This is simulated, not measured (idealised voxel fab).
Process module in this document: voxel self aligned contacts
Xsec cut, 190 nm wide, square cell size 5 nm.
Cross-section, as written here: a square-cell grid given band by band from the top down, where a band holds one or more rows of cells. Each band's line starts with the height of the band's top and of its bottom, in nm. Then come its materials from left to right, each with its width in nm. One material with "edge to edge" fills the band from edge to edge. "empty" is empty space. Below 0: as-received wafer, all one material; heights counted from there. Lowest band: no bottom, goes on down, written "top 0, no bottom". Top row gets the first number, bottom row gets the second, and each row in between changes by the same step: that is how a band width like "30->40" works. The cross-section has no changed cell in any step marked "same as before". Listed in "Enclosed void list": every empty space of 8 or more cells without an open way to the top. Form: width x height at distance, the distance being from the left edge, all in nm. What comes after the settings on a step's line is commentary from the simulator itself on that step. When a step includes a mask, the "overlay nm" setting on its line states how far to the right of its planned place that mask lay, and negative values state how far to the left.
### This section lists the process steps that were planned
1 RECEIVE: material Si
2 CONFORMAL_DEP: material SiO2, thk nm 5
3 DIRECTIONAL_DEP: material polySi, thk nm 20
4 DIRECTIONAL_DEP: material SiN, thk nm 20
5 DIRECTIONAL_DEP: material aC, thk nm 15
6 PATTERN: tone cover, mask id GATE, material resist, width nm 25, pitch nm 65, thk nm 35, overlay nm 0
7 DIRECTIONAL_ETCH: etch materials aC, depth nm 15
8 STRIP: etch materials resist
9 DIRECTIONAL_ETCH: etch materials SiN, depth nm 20
10 DIRECTIONAL_ETCH: etch materials polySi, depth nm 20
11 STRIP: etch materials aC
12 CONFORMAL_DEP: material SiN, thk nm 10
13 DIRECTIONAL_ETCH: etch materials SiN, depth nm 10
14 FILL_DEP: material SiO2, thk nm 20
15 CMP: height nm 55
16 PATTERN: tone open, mask id CONTACT, material resist, width nm 50, pitch nm 65, thk nm 20, overlay nm 0
17 DIRECTIONAL_ETCH: etch materials SiO2, depth nm 55
18 STRIP: etch materials resist
19 CONFORMAL_DEP: material TiN, thk nm 5
20 FILL_DEP: material Ru, thk nm 5
21 CMP: height nm 55
22 CONFORMAL_DEP: material SiCN, thk nm 5
### So this is the incoming wafer in cross-section - it's already been through step 1
- top 0, no bottom = Si edge to edge
- Enclosed void list: none
### Module complete - cross-section of the first of two wafers, run according to plan
- top 60, bottom 55 = SiCN edge to edge
- top 55, bottom 45 = SiO2 35 nm | TiN 5->20 nm | Ru 40->10 nm | TiN 5->20 nm | SiO2 15 nm | TiN 5->20 nm | Ru 40->10 nm | TiN 5->20 nm | SiO2 40 nm
- top 45, bottom 25 = SiO2 5 nm | SiN 45 nm | TiN 5 nm | Ru 10 nm | TiN 5 nm | SiN 45 nm | TiN 5 nm | Ru 10 nm | TiN 5 nm | SiN 45 nm | SiO2 10 nm
- top 25, bottom 5 = SiO2 5 nm | SiN 10 nm | polySi 25 nm | SiN 10 nm | TiN 5 nm | Ru 10 nm | TiN 5 nm | SiN 10 nm | polySi 25 nm | SiN 10 nm | TiN 5 nm | Ru 10 nm | TiN 5 nm | SiN 10 nm | polySi 25 nm | SiN 10 nm | SiO2 10 nm
- top 5, bottom 0 = SiO2 50 nm | TiN 20 nm | SiO2 45 nm | TiN 20 nm | SiO2 55 nm
- top 0, no bottom = Si edge to edge
- Enclosed void list: none
### Presented here is a cross-section of the second of the two wafers as it stood at the end of the module. It was started in the same manner and assigned the same plan as the first wafer; however, one mistake was made in its execution
- top 60, bottom 55 = SiCN edge to edge
- top 55, bottom 50 = SiO2 35 nm | TiN 5 nm | Ru 40 nm | TiN 5 nm | SiO2 15 nm | TiN 5 nm | Ru 40 nm | TiN 5 nm | SiO2 40 nm
- top 50, bottom 45 = SiO2 35 nm | TiN 50 nm | SiO2 15 nm | TiN 50 nm | SiO2 40 nm
- top 45, bottom 25 = SiCN edge to edge
- top 25, bottom 5 = polySi edge to edge
- top 5, bottom 0 = SiO2 edge to edge
- top 0, no bottom = Si edge to edge
- Enclosed void list: none
Which mistake was made when the wafer was run? step 4 ran with different settings than intended, the actual operation and settings being DIRECTIONAL_DEP: material SiCN, thk nm 20
End of process, cell counts, second wafer against first, materials with more or fewer: -36 Ru, +152 SiCN, -156 SiN, -16 SiO2, -36 TiN, +92 polySi
